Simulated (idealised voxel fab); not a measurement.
Documented hereafter: the process module known as voxel double patterning.
For reference, the cross-section in this document is cut, with width 200 nm and square cells of 5 nm.
Cross-section = grid of square cells, listed top down in bands; band = one or more rows. Quick guide to a band line: top height, bottom height (nm) up front; then every material left to right with its width in nm. Only one material and it's marked "edge to edge"? Then it fills the band edge to edge. And "air" just means empty space. Where do heights start? At 0: under that level the wafer as delivered is made of one material only. And the lowest band has no floor; it just carries on downward, as in "top 0, no bottom". Width spec "30..40" -> top row of cells at first value, bottom row at second value, equal per-row change in between. For the purposes of this document, the phrase "nothing got changed" attached to a step denotes that no cell within the cross-section was modified by that step. Closed empty spaces (no open way to the top) of 8 cells or more are what "Enclosed void entries" lists, each as width x height at distance from the left edge, nm for all three. On each step's line, the part that comes after the settings is the simulator's own comment on the step. overlay nm: for a step with a mask, the amount by which the mask lay right of where it was planned; a negative amount means left of it.
The following list gives the planned process steps
- 1: RECEIVE: material Si
- 2: CONFORMAL_DEP: material SiN, thk nm 5
- 3: DIRECTIONAL_DEP: material SiO2, thk nm 20
- 4: DIRECTIONAL_DEP: material SiCN, thk nm 10
- 5: DIRECTIONAL_DEP: material aC, thk nm 10
- 6: PATTERN: tone open, mask id FIRST, material resist, width nm 15, pitch nm 50, thk nm 30, overlay nm 0
- 7: DIRECTIONAL_ETCH: etch materials aC, depth nm 10
- 8: STRIP: etch materials resist
- 9: DIRECTIONAL_ETCH: etch materials SiCN, depth nm 10
- 10: STRIP: etch materials aC
- 11: MASKED_ETCH: tone open, mask id SECOND, width nm 15, etch materials SiCN, depth nm 10, overlay nm 0
- 12: DIRECTIONAL_ETCH: etch materials SiO2, depth nm 20
- 13: STRIP: etch materials SiCN
The cross-section here shows the wafer as received, i.e. in its state after step 1
  top 0, no bottom = Si edge to edge
  Enclosed void entries: none
Cross-sectional image of the first of two wafers at the end of the module, the run having proceeded as planned
  top 25, bottom 5 = SiO2 65 nm  air 15 nm  SiO2 10 nm  air 15 nm  SiO2 10 nm  air 15 nm  SiO2 70 nm
  top 5, bottom 0 = SiN edge to edge
  top 0, no bottom = Si edge to edge
  Enclosed void entries: none
Cross-section, wafer two of two, end of module: same start and plan as wafer one, one error in execution
  top 25, bottom 10 = SiO2 65 nm  air 15 nm  SiO2 10 nm  air 15 nm  SiO2 10 nm  air 15 nm  SiO2 70 nm
  top 10, bottom 5 = SiO2 edge to edge
  top 5, bottom 0 = SiN edge to edge
  top 0, no bottom = Si edge to edge
  Enclosed void entries: none
what went wrong: not per plan at step 12, really ran DIRECTIONAL_ETCH: etch materials SiO2, depth nm 15
Upon completion, the second wafer contains, in terms of cells, a greater or smaller amount of certain materials than the first wafer: +9 SiO2
